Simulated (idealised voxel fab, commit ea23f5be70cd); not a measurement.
process module | voxel self aligned contacts
cross-section cut | 215 nm wide | cells 5 nm
A cross-section is a grid of square cells, given in bands from the top down. A band is one or more rows of cells.
Each band's line starts with the height of the band's top and of its bottom, in nm. Then come its materials from left to right, each with its width in nm. One material with "throughout" fills the band from edge to edge. "air" is empty space.
Height 0 is the level under which the wafer as received is all one material. The lowest band goes on downwards, as in "0 down".
A width such as "30 to 40" changes by the same amount from each row of cells to the next, from the band's top row to its bottom row.
"no change" after a step means that no cell of the cross-section changed.
closed voids: empty space of 8 cells or more with no open way to the top, each as width x height at its distance from the left edge, in nm
after a step's settings: what the simulator itself notes on the step
overlay nm, on a step with a mask: how far to the right of its planned place the mask lay; to the left if negative
plan
1 op RECEIVE | material Si
2 op CONFORMAL_DEP | material SiO2 | thk nm 5
3 op DIRECTIONAL_DEP | material polySi | thk nm 20
4 op DIRECTIONAL_DEP | material SiN | thk nm 25
5 op PATTERN | tone cover | mask id GATE | material resist | width nm 25 | pitch nm 60 | thk nm 15 | overlay nm 0
6 op DIRECTIONAL_ETCH | etch materials SiN | depth nm 25
7 op DIRECTIONAL_ETCH | etch materials polySi | depth nm 20
8 op STRIP | etch materials resist
9 op CONFORMAL_DEP | material SiN | thk nm 10
10 op DIRECTIONAL_ETCH | etch materials SiN | depth nm 10
11 op FILL_DEP | material SiO2 | thk nm 15
12 op CMP | height nm 60
13 op DIRECTIONAL_DEP | material aC | thk nm 15
14 op PATTERN | tone open | mask id CONTACT | material resist | width nm 45 | pitch nm 60 | thk nm 30 | overlay nm 0
15 op DIRECTIONAL_ETCH | etch materials aC | depth nm 15
16 op STRIP | etch materials resist
17 op DIRECTIONAL_ETCH | etch materials SiO2 | depth nm 60
18 op STRIP | etch materials aC
19 op CONFORMAL_DEP | material TiN | thk nm 5
20 op FILL_DEP | material W | thk nm 5
21 op CMP | height nm 60
22 op CONFORMAL_DEP | material SiCN | thk nm 5
first wafer, as planned
as received, after step 1
  0 down: Si throughout
  closed voids: none
after step 2
  5 to 0: SiO2 throughout
  below 0: unchanged
after step 3
  25 to 5: polySi throughout
  below 5: unchanged
after step 4
  50 to 25: SiN throughout
  below 25: unchanged
after step 5
  65 to 50: air 35 | resist 25 | air 35 | resist 25 | air 35 | resist 25 | air 35
  below 50: unchanged
after step 6
  65 to 50: air 35 | resist 25 | air 35 | resist 25 | air 35 | resist 25 | air 35
  50 to 25: air 35 | SiN 25 | air 35 | SiN 25 | air 35 | SiN 25 | air 35
  below 25: unchanged
after step 7
  65 to 50: air 35 | resist 25 | air 35 | resist 25 | air 35 | resist 25 | air 35
  50 to 25: air 35 | SiN 25 | air 35 | SiN 25 | air 35 | SiN 25 | air 35
  25 to 5: air 35 | polySi 25 | air 35 | polySi 25 | air 35 | polySi 25 | air 35
  below 5: unchanged
after step 8
  50 to 25: air 35 | SiN 25 | air 35 | SiN 25 | air 35 | SiN 25 | air 35
  below 25: unchanged
after step 9
  60 to 25: air 25 | SiN 45 | air 15 | SiN 45 | air 15 | SiN 45 | air 25
  25 to 15: air 25 | SiN 10 | polySi 25 | SiN 10 | air 15 | SiN 10 | polySi 25 | SiN 10 | air 15 | SiN 10 | polySi 25 | SiN 10 | air 25
  15 to 5: SiN 35 | polySi 25 | SiN 35 | polySi 25 | SiN 35 | polySi 25 | SiN 35
  below 5: unchanged
after step 10
  50 to 25: air 25 | SiN 45 | air 15 | SiN 45 | air 15 | SiN 45 | air 25
  25 to 5: air 25 | SiN 10 | polySi 25 | SiN 10 | air 15 | SiN 10 | polySi 25 | SiN 10 | air 15 | SiN 10 | polySi 25 | SiN 10 | air 25
  below 5: unchanged
after step 11
  65 to 50: SiO2 throughout
  50 to 25: SiO2 25 | SiN 45 | SiO2 15 | SiN 45 | SiO2 15 | SiN 45 | SiO2 25
  25 to 5: SiO2 25 | SiN 10 | polySi 25 | SiN 10 | SiO2 15 | SiN 10 | polySi 25 | SiN 10 | SiO2 15 | SiN 10 | polySi 25 | SiN 10 | SiO2 25
  below 5: unchanged
after step 12
  60 to 50: SiO2 throughout
  below 50: unchanged
after step 13
  75 to 60: aC throughout
  below 60: unchanged
after step 14
  105 to 75: resist 55 | air 45 | resist 15 | air 45 | resist 55
  below 75: unchanged
after step 15
  90 to 75: resist 55 | air 45 | resist 15 | air 45 | resist 55
  75 to 60: aC 55 | air 45 | aC 15 | air 45 | aC 55
  below 60: unchanged
after step 16
  75 to 60: aC 55 | air 45 | aC 15 | air 45 | aC 55
  below 60: unchanged
after step 17
  75 to 60: aC 55 | air 45 | aC 15 | air 45 | aC 55
  60 to 50: SiO2 55 | air 45 | SiO2 15 | air 45 | SiO2 55
  50 to 25: SiO2 25 | SiN 45 | air 15 | SiN 45 | air 15 | SiN 45 | SiO2 25
  25 to 5: SiO2 25 | SiN 10 | polySi 25 | SiN 10 | air 15 | SiN 10 | polySi 25 | SiN 10 | air 15 | SiN 10 | polySi 25 | SiN 10 | SiO2 25
  5 to 0: SiO2 70 | air 15 | SiO2 45 | air 15 | SiO2 70
  below 0: unchanged
after step 18
  60 to 50: SiO2 55 | air 45 | SiO2 15 | air 45 | SiO2 55
  below 50: unchanged
after step 19
  65 to 60: TiN 60 | air 35 | TiN 25 | air 35 | TiN 60
  60 to 50: SiO2 55 | TiN 5 to 20 | air 35 to 5 | TiN 5 to 20 | SiO2 15 | TiN 5 to 20 | air 35 to 5 | TiN 5 to 20 | SiO2 55
  50 to 25: SiO2 25 | SiN 45 | TiN 5 | air 5 | TiN 5 | SiN 45 | TiN 5 | air 5 | TiN 5 | SiN 45 | SiO2 25
  25 to 5: SiO2 25 | SiN 10 | polySi 25 | SiN 10 | TiN 5 | air 5 | TiN 5 | SiN 10 | polySi 25 | SiN 10 | TiN 5 | air 5 | TiN 5 | SiN 10 | polySi 25 | SiN 10 | SiO2 25
  5 to 0: SiO2 70 | TiN 15 | SiO2 45 | TiN 15 | SiO2 70
  below 0: unchanged
after step 20
  70 to 65: W throughout
  65 to 60: TiN 60 | W 35 | TiN 25 | W 35 | TiN 60
  60 to 50: SiO2 55 | TiN 5 to 20 | W 35 to 5 | TiN 5 to 20 | SiO2 15 | TiN 5 to 20 | W 35 to 5 | TiN 5 to 20 | SiO2 55
  50 to 25: SiO2 25 | SiN 45 | TiN 5 | W 5 | TiN 5 | SiN 45 | TiN 5 | W 5 | TiN 5 | SiN 45 | SiO2 25
  25 to 5: SiO2 25 | SiN 10 | polySi 25 | SiN 10 | TiN 5 | W 5 | TiN 5 | SiN 10 | polySi 25 | SiN 10 | TiN 5 | W 5 | TiN 5 | SiN 10 | polySi 25 | SiN 10 | SiO2 25
  below 5: unchanged
after step 21
  60 to 50: SiO2 55 | TiN 5 to 20 | W 35 to 5 | TiN 5 to 20 | SiO2 15 | TiN 5 to 20 | W 35 to 5 | TiN 5 to 20 | SiO2 55
  below 50: unchanged
after step 22
  65 to 60: SiCN throughout
  below 60: unchanged
second wafer: like start, like plan, one mistake. Through step 1 it matches the first wafer
when step 2 should have ended
  20 to 0: polySi throughout
  below 0: unchanged
when step 3 should have ended
  25 to 20: SiO2 throughout
  below 20: unchanged
when step 4 should have ended
  50 to 25: SiN throughout
  below 25: unchanged
when step 5 should have ended
  65 to 50: air 35 | resist 25 | air 35 | resist 25 | air 35 | resist 25 | air 35
  below 50: unchanged
when step 6 should have ended
  65 to 50: air 35 | resist 25 | air 35 | resist 25 | air 35 | resist 25 | air 35
  50 to 25: air 35 | SiN 25 | air 35 | SiN 25 | air 35 | SiN 25 | air 35
  below 25: unchanged
when step 7 should have ended: no change
when step 8 should have ended
  50 to 25: air 35 | SiN 25 | air 35 | SiN 25 | air 35 | SiN 25 | air 35
  below 25: unchanged
when step 9 should have ended
  60 to 35: air 25 | SiN 45 | air 15 | SiN 45 | air 15 | SiN 45 | air 25
  35 to 25: SiN throughout
  below 25: unchanged
when step 10 should have ended
  50 to 25: air 25 | SiN 45 | air 15 | SiN 45 | air 15 | SiN 45 | air 25
  below 25: unchanged
when step 11 should have ended
  65 to 50: SiO2 throughout
  50 to 25: SiO2 25 | SiN 45 | SiO2 15 | SiN 45 | SiO2 15 | SiN 45 | SiO2 25
  below 25: unchanged
when step 12 should have ended
  60 to 50: SiO2 throughout
  below 50: unchanged
when step 13 should have ended
  75 to 60: aC throughout
  below 60: unchanged
when step 14 should have ended
  105 to 75: resist 55 | air 45 | resist 15 | air 45 | resist 55
  below 75: unchanged
when step 15 should have ended
  90 to 75: resist 55 | air 45 | resist 15 | air 45 | resist 55
  75 to 60: aC 55 | air 45 | aC 15 | air 45 | aC 55
  below 60: unchanged
when step 16 should have ended
  75 to 60: aC 55 | air 45 | aC 15 | air 45 | aC 55
  below 60: unchanged
when step 17 should have ended
  75 to 60: aC 55 | air 45 | aC 15 | air 45 | aC 55
  60 to 50: SiO2 55 | air 45 | SiO2 15 | air 45 | SiO2 55
  50 to 25: SiO2 25 | SiN 45 | air 15 | SiN 45 | air 15 | SiN 45 | SiO2 25
  25 to 20: SiO2 70 | air 15 | SiO2 45 | air 15 | SiO2 70
  below 20: unchanged
when step 18 should have ended
  60 to 50: SiO2 55 | air 45 | SiO2 15 | air 45 | SiO2 55
  below 50: unchanged
when step 19 should have ended
  65 to 60: TiN 60 | air 35 | TiN 25 | air 35 | TiN 60
  60 to 50: SiO2 55 | TiN 5 to 20 | air 35 to 5 | TiN 5 to 20 | SiO2 15 | TiN 5 to 20 | air 35 to 5 | TiN 5 to 20 | SiO2 55
  50 to 25: SiO2 25 | SiN 45 | TiN 5 | air 5 | TiN 5 | SiN 45 | TiN 5 | air 5 | TiN 5 | SiN 45 | SiO2 25
  25 to 20: SiO2 70 | TiN 15 | SiO2 45 | TiN 15 | SiO2 70
  below 20: unchanged
when step 20 should have ended
  70 to 65: W throughout
  65 to 60: TiN 60 | W 35 | TiN 25 | W 35 | TiN 60
  60 to 50: SiO2 55 | TiN 5 to 20 | W 35 to 5 | TiN 5 to 20 | SiO2 15 | TiN 5 to 20 | W 35 to 5 | TiN 5 to 20 | SiO2 55
  50 to 25: SiO2 25 | SiN 45 | TiN 5 | W 5 | TiN 5 | SiN 45 | TiN 5 | W 5 | TiN 5 | SiN 45 | SiO2 25
  below 25: unchanged
when step 21 should have ended
  60 to 50: SiO2 55 | TiN 5 to 20 | W 35 to 5 | TiN 5 to 20 | SiO2 15 | TiN 5 to 20 | W 35 to 5 | TiN 5 to 20 | SiO2 55
  below 50: unchanged
when step 22 should have ended
  65 to 60: SiCN throughout
  below 60: unchanged
what went wrong: steps 2 and 3 were swapped
at the end the second wafer has, in cells: 48 fewer of SiN | 40 fewer of SiO2 | 16 fewer of TiN | 8 fewer of W | 112 more of polySi
